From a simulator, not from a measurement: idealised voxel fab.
Process module heading - voxel released beams
Cross-sectional view cut (width: 170 nm; square cell size: 5 nm).
This document writes a cross-section as a grid whose cells are square, and gives it as bands, listed from the top down; one or more rows of cells form a band. Heads up on the band format: heights come first, top then bottom, in nm. After that it's the materials left to right, each with its width in nm. A single material flagged "edge to edge" fills the whole band edge to edge, and "air" means there's empty space there. Counting heights begins at 0, where everything beneath is, in the wafer as received, one material. The lowest band has no bottom; it goes on downwards, as "0 and below" shows. Width: "30->40" (first number = top row, second number = bottom row, same change from row to row of cells). Where a step carries "no change", the cross-section came out of it unchanged, cell for cell. Each empty space that has no open way to the top and spans at least 8 cells appears under "Enclosed internal voids" as width x height at distance, the distance counted from the left edge, all in nm. What comes after the settings on a step's line is commentary from the simulator itself on that step. "overlay nm", when on a step's line for a step with a mask, measures how far to the right of its planned place the mask lay; a negative measure means to the left.

The process steps that were planned are listed below:
step 1: RECEIVE: material Si
step 2: CONFORMAL_DEP: material Al2O3, thk nm 5
step 3: DIRECTIONAL_DEP: material SiO2, thk nm 10
step 4: DIRECTIONAL_DEP: material aC, thk nm 10
step 5: PATTERN: tone open, mask id ANCHOR, material resist, width nm 35, thk nm 25, overlay nm 0
step 6: DIRECTIONAL_ETCH: etch materials aC, depth nm 10
step 7: STRIP: etch materials resist
step 8: DIRECTIONAL_ETCH: etch materials SiO2, depth nm 10
step 9: STRIP: etch materials aC
step 10: CONFORMAL_DEP: material SiN, thk nm 10
step 11: DIRECTIONAL_DEP: material aC, thk nm 10
step 12: PATTERN: tone cover, mask id BEAM, material resist, width nm 90, thk nm 30, overlay nm 0
step 13: DIRECTIONAL_ETCH: etch materials aC, depth nm 10
step 14: STRIP: etch materials resist
step 15: DIRECTIONAL_ETCH: etch materials SiN, depth nm 10
step 16: STRIP: etch materials aC
step 17: STRIP: etch materials SiO2

As received, after step 1:
  0 and below  Si edge to edge
  Enclosed internal voids: none

Cross-section: first of two wafers, module finished, run according to plan:
  25 down to 15  35 air; 15 SiN; 15 air; 60 SiN; 45 air
  15 down to 5  40 air; 35 SiN; 95 air
  5 down to 0  Al2O3 edge to edge
  0 and below  Si edge to edge
  Enclosed internal voids: none

What the second wafer looks like in cross-section once the module is done. Its start and its plan matched the first wafer's exactly; what differed was one mistake in how it was run:
  25 down to 15  35 air; 90 SiN; 45 air
  15 down to 10  Al2O3 edge to edge
  10 down to 0  SiO2 edge to edge
  0 and below  Si edge to edge
  Enclosed internal voids: none
Where did the run depart from the plan? ran 2 and 3 in swapped order versus the plan
at the end the second wafer has, in cells: 8 fewer of SiN; 68 more of SiO2
